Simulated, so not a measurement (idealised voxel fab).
process module | voxel self aligned vias
cross-section cut | 190 nm wide | cells 5 nm
A cross-section is a grid of square cells, given in bands from the top down. A band is one or more rows of cells.
Each band's line starts with the height of the band's top and of its bottom, in nm. Then come its materials from left to right, each with its width in nm. One material with "throughout" fills the band from edge to edge. "air" is empty space.
Height 0 is the level under which the wafer as received is all one material. The lowest band goes on downwards, as in "0 down".
A width such as "30 to 40" changes by the same amount from each row of cells to the next, from the band's top row to its bottom row.
"no change" after a step means that no cell of the cross-section changed.
closed voids: empty space of 8 cells or more with no open way to the top, each as width x height at its distance from the left edge, in nm
after a step's settings: what the simulator itself notes on the step
overlay nm, on a step with a mask: how far to the right of its planned place the mask lay; to the left if negative
plan
1 op RECEIVE | material Si
2 op CONFORMAL_DEP | material SiO2 | thk nm 15
3 op CONFORMAL_DEP | material SiCN | thk nm 5
4 op DIRECTIONAL_DEP | material SiO2 | thk nm 30
5 op DIRECTIONAL_DEP | material aC | thk nm 10
6 op PATTERN | tone open | mask id LINES | material resist | width nm 25 | pitch nm 75 | thk nm 30 | overlay nm 0
7 op DIRECTIONAL_ETCH | etch materials aC | depth nm 10
8 op STRIP | etch materials resist
9 op DIRECTIONAL_ETCH | etch materials SiO2 | depth nm 30
10 op STRIP | etch materials aC
11 op CONFORMAL_DEP | material TiN | thk nm 5
12 op FILL_DEP | material W | thk nm 10
13 op CMP | height nm 50
14 op SELECTIVE_ETCH | etch materials W Ru TiN | depth nm 5
15 op FILL_DEP | material SiN | thk nm 5
16 op CMP | height nm 50
17 op DIRECTIONAL_DEP | material SiO2 | thk nm 20
18 op MASKED_ETCH | tone open | mask id VIAS | width nm 45 | pitch nm 75 | etch materials SiO2 | depth nm 20 | overlay nm 0
19 op MASKED_ETCH | tone open | mask id VIAS | width nm 45 | pitch nm 75 | etch materials SiN | depth nm 5 | overlay nm 0
20 op CONFORMAL_DEP | material TiN | thk nm 5
21 op FILL_DEP | material W | thk nm 5
22 op CMP | height nm 70
23 op CONFORMAL_DEP | material SiCN | thk nm 5
as received, after step 1
  0 down: Si throughout
  closed voids: none
first wafer at the end, as planned
  75 to 70: SiCN throughout
  70 to 55: SiO2 35 | TiN 5 | W 35 | TiN 5 | SiO2 30 | TiN 5 | W 35 | TiN 5 | SiO2 35
  55 to 50: SiO2 35 | TiN 15 | W 15 | TiN 15 | SiO2 30 | TiN 15 | W 15 | TiN 15 | SiO2 35
  50 to 45: SiO2 45 | TiN 25 | SiO2 50 | TiN 25 | SiO2 45
  45 to 25: SiO2 45 | TiN 5 | W 15 | TiN 5 | SiO2 50 | TiN 5 | W 15 | TiN 5 | SiO2 45
  25 to 20: SiO2 45 | TiN 25 | SiO2 50 | TiN 25 | SiO2 45
  20 to 15: SiCN throughout
  15 to 0: SiO2 throughout
  0 down: Si throughout
  closed voids: none
second wafer at the end: like start, like plan, one mistake
  75 to 70: SiCN throughout
  70 to 55: SiO2 35 | TiN 5 | W 35 | TiN 5 | SiO2 30 | TiN 5 | W 35 | TiN 5 | SiO2 35
  55 to 50: SiO2 35 | TiN 15 | W 20 | TiN 10 | SiO2 30 | TiN 15 | W 20 | TiN 10 | SiO2 35
  50 to 45: SiO2 45 | TiN 30 | SiO2 45 | TiN 30 | SiO2 40
  45 to 25: SiO2 45 | TiN 5 | W 20 | TiN 5 | SiO2 45 | TiN 5 | W 20 | TiN 5 | SiO2 40
  25 to 20: SiO2 45 | TiN 30 | SiO2 45 | TiN 30 | SiO2 40
  20 to 15: SiCN throughout
  15 to 0: SiO2 throughout
  0 down: Si throughout
  closed voids: none
what went wrong: step 6 ran as: op PATTERN | tone open | mask id LINES | material resist | width nm 30 | pitch nm 75 | thk nm 30 | overlay nm 0
at the end the second wafer has, in cells: 12 fewer of SiO2 | 2 more of TiN | 10 more of W
